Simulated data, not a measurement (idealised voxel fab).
process module | voxel self aligned vias
cross-section cut | 180 nm wide | cells 5 nm
A cross-section is a grid of square cells, given in bands from the top down. A band is one or more rows of cells.
Each band's line starts with the height of the band's top and of its bottom, in nm. Then come its materials from left to right, each with its width in nm. One material with "throughout" fills the band from edge to edge. "air" is empty space.
Height 0 is the level under which the wafer as received is all one material. The lowest band goes on downwards, as in "0 down".
A width such as "30 to 40" changes by the same amount from each row of cells to the next, from the band's top row to its bottom row.
"no change" after a step means that no cell of the cross-section changed.
closed voids: empty space of 8 cells or more with no open way to the top, each as width x height at its distance from the left edge, in nm
after a step's settings: what the simulator itself notes on the step
overlay nm, on a step with a mask: how far to the right of its planned place the mask lay; to the left if negative
plan
1 op RECEIVE | material Si
2 op CONFORMAL_DEP | material SiO2 | thk nm 10
3 op CONFORMAL_DEP | material SiCN | thk nm 5
4 op DIRECTIONAL_DEP | material SiO2 | thk nm 25
5 op PATTERN | tone open | mask id LINES | material resist | width nm 30 | pitch nm 55 | thk nm 20 | overlay nm 0
6 op DIRECTIONAL_ETCH | etch materials SiO2 | depth nm 25
7 op STRIP | etch materials resist
8 op CONFORMAL_DEP | material TiN | thk nm 5
9 op FILL_DEP | material W | thk nm 10
10 op CMP | height nm 40
11 op SELECTIVE_ETCH | etch materials W Ru TiN | depth nm 10
12 op FILL_DEP | material SiN | thk nm 5
13 op CMP | height nm 40
14 op DIRECTIONAL_DEP | material SiO2 | thk nm 20
15 op PATTERN | tone open | mask id VIAS | material resist | width nm 40 | pitch nm 55 | thk nm 20 | overlay nm 0
16 op DIRECTIONAL_ETCH | etch materials SiO2 | depth nm 20
17 op DIRECTIONAL_ETCH | etch materials SiN | depth nm 5
18 op STRIP | etch materials resist
19 op CONFORMAL_DEP | material TiN | thk nm 5
20 op FILL_DEP | material Cu | thk nm 5
21 op CMP | height nm 60
22 op CONFORMAL_DEP | material SiN | thk nm 5
varied across the wafers: depth nm of step 17. The plan shows the first wafer's value. All wafers start alike
first wafer as received, after step 1
  0 down: Si throughout
  closed voids: none
each wafer at the end: cells of each material gained (+) or lost (-) since it was received, then its closed voids
depth nm 5 | +44 Cu | +36 SiCN | +48 SiN | +272 SiO2 | +52 TiN | +16 W | closed voids: none
depth nm 10 | +52 Cu | +36 SiCN | +36 SiN | +272 SiO2 | +56 TiN | +16 W | closed voids: none
depth nm 15 | +52 Cu | +36 SiCN | +36 SiN | +272 SiO2 | +56 TiN | +16 W | closed voids: none
depth nm 20 | +52 Cu | +36 SiCN | +36 SiN | +272 SiO2 | +56 TiN | +16 W | closed voids: none
depth nm 25 | +52 Cu | +36 SiCN | +36 SiN | +272 SiO2 | +56 TiN | +16 W | closed voids: none
